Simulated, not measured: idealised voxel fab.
Process module name: voxel transistor to metal
Square cell edge 5 nm, section width 300 nm, ID cut.
How to read a cross-section here: the picture is a grid of square cells, written as bands going from the top down, and any band can span one or more rows of cells. Look at the band entry: it leads with the top's height and the bottom's height in nm. Then it lists the materials left to right, with a width in nm for each. The word "all across" on a single material says that material fills the band edge to edge. The word "air" is empty space. Note: height 0 marks the level under which the wafer is uniformly one material as received. Lowest band unbounded below, written "top 0, no bottom". The expression "30..40" gives the width at the extremes of the band, the first number at its top row of cells and the second at its bottom row, with the width changing by equal amounts from each row to the next in between. What does "changes: none" mean for a step? It means no cell of the cross-section changed in that step. Heads up: "Closed void inventory" only lists the empty pockets with no open path to the top that are 8 cells or more, and it writes them as width x height at distance, distance from the left edge, in nm. Text after the settings on a step's line: the simulator's own remark on that step. overlay nm: on a step with a mask, how far right of its planned place the mask lay; negative means left.
## So here's the lineup of process steps we planned
1. RECEIVE,material Si
2. CONFORMAL_DEP,material SiO2,thk nm 5
3. CONFORMAL_DEP,material SiN,thk nm 15
4. PATTERN,tone cover,mask id ACTIVE,material resist,width nm 115,pitch nm 145,thk nm 20,overlay nm 0
5. DIRECTIONAL_ETCH,etch materials SiN,depth nm 15
6. DIRECTIONAL_ETCH,etch materials SiO2,depth nm 5
7. DIRECTIONAL_ETCH,etch materials Si,depth nm 25
8. STRIP,etch materials resist
9. OXIDIZE,depth nm 5
10. FILL_DEP,material SiO2,thk nm 10
11. CMP,height nm 20
12. SELECTIVE_ETCH,etch materials SiO2,depth nm 5
13. STRIP,etch materials SiN
14. SELECTIVE_ETCH,etch materials SiO2,depth nm 5
15. OXIDIZE,depth nm 5
16. DIRECTIONAL_DEP,material polySi,thk nm 25
17. DIRECTIONAL_DEP,material SiCN,thk nm 10
18. MASKED_ETCH,tone cover,mask id GATE,width nm 25,pitch nm 145,etch materials SiCN,depth nm 20,overlay nm 0
19. MASKED_ETCH,tone cover,mask id GATE,width nm 25,pitch nm 145,etch materials polySi,depth nm 35,overlay nm 0
20. CONFORMAL_DEP,material SiN,thk nm 10
21. DIRECTIONAL_ETCH,etch materials SiN,depth nm 10
22. DIRECTIONAL_ETCH,etch materials SiO2,depth nm 5
23. DIRECTIONAL_ETCH,etch materials Si,depth nm 15
24. EPI,material nSi,thk nm 20
25. FILL_DEP,material SiO2,thk nm 10
26. CMP,height nm 35
27. DIRECTIONAL_DEP,material SiO2,thk nm 10
28. MASKED_ETCH,tone open,mask id CONTACT,width nm 30,etch materials SiO2,depth nm 45,overlay nm 0
29. CONFORMAL_DEP,material TiN,thk nm 5
30. FILL_DEP,material Ru,thk nm 5
31. CMP,height nm 45
32. DIRECTIONAL_DEP,material TiN,thk nm 5
33. DIRECTIONAL_DEP,material W,thk nm 15
34. PATTERN,tone cover,mask id METAL_1,material resist,width nm 20,thk nm 15,overlay nm 0
35. DIRECTIONAL_ETCH,etch materials W,depth nm 15
36. DIRECTIONAL_ETCH,etch materials TiN,depth nm 5
37. STRIP,etch materials resist
38. FILL_DEP,material lowk,thk nm 10
39. CMP,height nm 65
40. CONFORMAL_DEP,material SiCN,thk nm 5
41. DIRECTIONAL_DEP,material SiO2,thk nm 30
42. PATTERN,tone open,mask id METAL_2_HOLES,material resist,width nm 15,pitch nm 145,thk nm 20,overlay nm 0
43. DIRECTIONAL_ETCH,etch materials SiO2,depth nm 30
44. STRIP,etch materials resist
45. PATTERN,tone open,mask id METAL_2,material resist,width nm 20,pitch nm 145,thk nm 20,overlay nm 0
46. DIRECTIONAL_ETCH,etch materials SiO2,depth nm 15
47. DIRECTIONAL_ETCH,etch materials SiCN,depth nm 5
48. STRIP,etch materials resist
49. CONFORMAL_DEP,material TiN,thk nm 5
50. FILL_DEP,material Cu,thk nm 5
51. CMP,height nm 100
52. CONFORMAL_DEP,material SiCN,thk nm 5
## This is the cross-section of the wafer as we received it, i.e. after step 1
  top 0, no bottom  Si all across
  Closed void inventory: none
## Here's the cross-section of the first of our two wafers at the end of the module - it ran as planned
  top 105, bottom 100  SiCN all across
  top 100, bottom 90  SiO2: 30, then TiN: 5, then Cu: 10, then TiN: 5, then SiO2: 125, then TiN: 5, then Cu: 10, then TiN: 5, then SiO2: 105
  top 90, bottom 85  SiO2: 30, then TiN: 5, then Cu: 5, then TiN: 10, then SiO2: 125, then TiN: 5, then Cu: 5, then TiN: 10, then SiO2: 105
  top 85, bottom 70  SiO2: 30, then TiN: 5, then Cu: 5, then TiN: 5, then SiO2: 130, then TiN: 5, then Cu: 5, then TiN: 5, then SiO2: 110
  top 70, bottom 65  SiCN: 30, then TiN: 15, then SiCN: 130, then TiN: 15, then SiCN: 110
  top 65, bottom 50  lowk: 30, then W: 20, then lowk: 55, then W: 20, then lowk: 50, then W: 20, then lowk: 55, then W: 20, then lowk: 30
  top 50, bottom 45  lowk: 30, then TiN: 20, then lowk: 55, then TiN: 20, then lowk: 50, then TiN: 20, then lowk: 55, then TiN: 20, then lowk: 30
  top 45, bottom 35  SiO2: 30, then TiN: 5, then Ru: 20..15, then TiN: 5..10, then SiO2: 35, then TiN: 5..10, then Ru: 20..15, then TiN: 5, then SiO2: 50, then TiN: 5, then Ru: 20..15, then TiN: 5..10, then SiO2: 35, then TiN: 5..10, then Ru: 20..15, then TiN: 5, then SiO2: 30
  top 35, bottom 25  SiO2: 30, then TiN: 5, then Ru: 15, then TiN: 5, then SiN: 10, then SiCN: 25, then SiN: 10, then TiN: 5, then Ru: 15, then TiN: 5, then SiO2: 50, then TiN: 5, then Ru: 15, then TiN: 5, then SiN: 10, then SiCN: 25, then SiN: 10, then TiN: 5, then Ru: 15, then TiN: 5, then SiO2: 30
  top 25, bottom 20  SiO2: 30, then TiN: 5, then Ru: 15, then TiN: 5, then SiN: 10, then polySi: 25, then SiN: 10, then TiN: 5, then Ru: 15, then TiN: 5, then SiO2: 50, then TiN: 5, then Ru: 15, then TiN: 5, then SiN: 10, then polySi: 25, then SiN: 10, then TiN: 5, then Ru: 15, then TiN: 5, then SiO2: 30
  top 20, bottom 15  SiO2: 30, then TiN: 25, then SiN: 10, then polySi: 25, then SiN: 10, then TiN: 25, then SiO2: 50, then TiN: 25, then SiN: 10, then polySi: 25, then SiN: 10, then TiN: 25, then SiO2: 30
  top 15, bottom 10  SiO2: 30, then TiN: 5, then nSi: 20, then SiN: 10, then polySi: 25, then SiN: 10, then nSi: 20, then TiN: 5, then SiO2: 50, then TiN: 5, then nSi: 20, then SiN: 10, then polySi: 25, then SiN: 10, then nSi: 20, then TiN: 5, then SiO2: 30
  top 10, bottom 0  SiO2: 15, then SiN: 10, then SiO2: 5, then TiN: 5, then nSi: 20, then SiN: 10, then polySi: 25, then SiN: 10, then nSi: 20, then TiN: 5, then SiO2: 5, then SiN: 10, then SiO2: 20, then SiN: 10, then SiO2: 5, then TiN: 5, then nSi: 20, then SiN: 10, then polySi: 25, then SiN: 10, then nSi: 20, then TiN: 5, then SiO2: 5, then SiN: 10, then SiO2: 15
  top 0, bottom -5  SiO2: 25, then nSi: 30, then SiO2: 45, then nSi: 30, then SiO2: 40, then nSi: 30, then SiO2: 45, then nSi: 30, then SiO2: 25
  top -5, bottom -20  SiO2: 25, then nSi: 30, then Si: 45, then nSi: 30, then SiO2: 40, then nSi: 30, then Si: 45, then nSi: 30, then SiO2: 25
  top -20, bottom -30  SiO2: 25, then Si: 105, then SiO2: 40, then Si: 105, then SiO2: 25
  top -30, no bottom  Si all across
  Closed void inventory: none
## Cross-sectional view of the second of two wafers upon completion of the module. This wafer shared its starting condition and process plan with the first; one error was made during its execution
  top 105, bottom 100  SiCN all across
  top 100, bottom 90  SiO2: 30, then TiN: 5, then Cu: 10, then TiN: 5, then SiO2: 125, then TiN: 5, then Cu: 10, then TiN: 5, then SiO2: 105
  top 90, bottom 85  SiO2: 30, then TiN: 5, then Cu: 5, then TiN: 10, then SiO2: 125, then TiN: 5, then Cu: 5, then TiN: 10, then SiO2: 105
  top 85, bottom 70  SiO2: 30, then TiN: 5, then Cu: 5, then TiN: 5, then SiO2: 130, then TiN: 5, then Cu: 5, then TiN: 5, then SiO2: 110
  top 70, bottom 65  SiCN: 30, then TiN: 15, then SiCN: 130, then TiN: 15, then SiCN: 110
  top 65, bottom 50  lowk: 30, then W: 20, then lowk: 55, then W: 20, then lowk: 50, then W: 20, then lowk: 55, then W: 20, then lowk: 30
  top 50, bottom 45  lowk: 30, then TiN: 20, then lowk: 55, then TiN: 20, then lowk: 50, then TiN: 20, then lowk: 55, then TiN: 20, then lowk: 30
  top 45, bottom 35  SiO2: 30, then TiN: 5, then Ru: 20..15, then TiN: 5..10, then SiO2: 35, then TiN: 5..10, then Ru: 20..15, then TiN: 5, then SiO2: 50, then TiN: 5, then Ru: 20..15, then TiN: 5..10, then SiO2: 35, then TiN: 5..10, then Ru: 20..15, then TiN: 5, then SiO2: 30
  top 35, bottom 25  SiO2: 30, then TiN: 5, then Ru: 15, then TiN: 5, then SiN: 10, then SiCN: 25, then SiN: 10, then TiN: 5, then Ru: 15, then TiN: 5, then SiO2: 50, then TiN: 5, then Ru: 15, then TiN: 5, then SiN: 10, then SiCN: 25, then SiN: 10, then TiN: 5, then Ru: 15, then TiN: 5, then SiO2: 30
  top 25, bottom 20  SiO2: 30, then TiN: 5, then Ru: 15, then TiN: 5, then SiN: 10, then polySi: 25, then SiN: 10, then TiN: 5, then Ru: 15, then TiN: 5, then SiO2: 50, then TiN: 5, then Ru: 15, then TiN: 5, then SiN: 10, then polySi: 25, then SiN: 10, then TiN: 5, then Ru: 15, then TiN: 5, then SiO2: 30
  top 20, bottom 15  SiO2: 30, then TiN: 25, then SiN: 10, then polySi: 25, then SiN: 10, then TiN: 25, then SiO2: 50, then TiN: 25, then SiN: 10, then polySi: 25, then SiN: 10, then TiN: 25, then SiO2: 30
  top 15, bottom 10  SiO2: 30, then TiN: 5, then nSi: 20, then SiN: 10, then polySi: 25, then SiN: 10, then nSi: 20, then TiN: 5, then SiO2: 50, then TiN: 5, then nSi: 20, then SiN: 10, then polySi: 25, then SiN: 10, then nSi: 20, then TiN: 5, then SiO2: 30
  top 10, bottom 0  SiO2: 15, then SiN: 10, then nSi: 30, then SiN: 10, then polySi: 25, then SiN: 10, then nSi: 30, then SiN: 10, then SiO2: 20, then SiN: 10, then nSi: 30, then SiN: 10, then polySi: 25, then SiN: 10, then nSi: 30, then SiN: 10, then SiO2: 15
  top 0, bottom -5  SiO2: 15, then SiN: 10, then nSi: 30, then SiO2: 45, then nSi: 30, then SiN: 10, then SiO2: 20, then SiN: 10, then nSi: 30, then SiO2: 45, then nSi: 30, then SiN: 10, then SiO2: 15
  top -5, bottom -10  SiO2: 30, then nSi: 25, then Si: 45, then nSi: 25, then SiO2: 50, then nSi: 25, then Si: 45, then nSi: 25, then SiO2: 30
  top -10, bottom -20  SiO2: 25, then Si: 5, then nSi: 25, then Si: 45, then nSi: 25, then Si: 5, then SiO2: 40, then Si: 5, then nSi: 25, then Si: 45, then nSi: 25, then Si: 5, then SiO2: 25
  top -20, bottom -30  SiO2: 25, then Si: 105, then SiO2: 40, then Si: 105, then SiO2: 25
  top -30, no bottom  Si all across
  Closed void inventory: none
Diagnosis: step 2 in the plan did not get run; it was skipped
Wafer comparison, final, in cells, second relative to first, materials more or fewer: +8 Si | +8 SiN | -12 SiO2 | -8 TiN | +4 nSi
